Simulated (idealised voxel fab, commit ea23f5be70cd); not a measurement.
process module | voxel spacer lines
cross-section cut | 245 nm wide | cells 5 nm
A cross-section is a grid of square cells, given in bands from the top down. A band is one or more rows of cells.
Each band's line starts with the height of the band's top and of its bottom, in nm. Then come its materials from left to right, each with its width in nm. One material with "throughout" fills the band from edge to edge. "air" is empty space.
Height 0 is the level under which the wafer as received is all one material. The lowest band goes on downwards, as in "0 down".
A width such as "30 to 40" changes by the same amount from each row of cells to the next, from the band's top row to its bottom row.
"no change" after a step means that no cell of the cross-section changed.
closed voids: empty space of 8 cells or more with no open way to the top, each as width x height at its distance from the left edge, in nm
after a step's settings: what the simulator itself notes on the step
overlay nm, on a step with a mask: how far to the right of its planned place the mask lay; to the left if negative
plan
1 op RECEIVE | material Si
2 op CONFORMAL_DEP | material Al2O3 | thk nm 10
3 op DIRECTIONAL_DEP | material SiN | thk nm 20
4 op DIRECTIONAL_DEP | material aC | thk nm 20
5 op PATTERN | tone cover | mask id MANDREL | material resist | width nm 25 | pitch nm 70 | thk nm 30 | overlay nm 0
6 op DIRECTIONAL_ETCH | etch materials aC | depth nm 20
7 op STRIP | etch materials resist
8 op CONFORMAL_DEP | material SiO2 | thk nm 10
9 op DIRECTIONAL_ETCH | etch materials SiO2 | depth nm 10
10 op STRIP | etch materials aC
11 op DIRECTIONAL_ETCH | etch materials SiN | depth nm 20
12 op STRIP | etch materials SiO2
as received, after step 1
  0 down: Si throughout
  closed voids: none
first wafer at the end, as planned
  30 to 10: air 65 | SiN 10 | air 25 | SiN 10 | air 25 | SiN 10 | air 25 | SiN 10 | air 65
  10 to 0: Al2O3 throughout
  0 down: Si throughout
  closed voids: none
second wafer at the end: like start, like plan, one mistake
  35 to 15: air 65 | SiN 10 | air 25 | SiN 10 | air 25 | SiN 10 | air 25 | SiN 10 | air 65
  15 to 10: SiN throughout
  10 to 0: Al2O3 throughout
  0 down: Si throughout
  closed voids: none
what went wrong: step 3 ran as: op DIRECTIONAL_DEP | material SiN | thk nm 25
at the end the second wafer has, in cells: 49 more of SiN
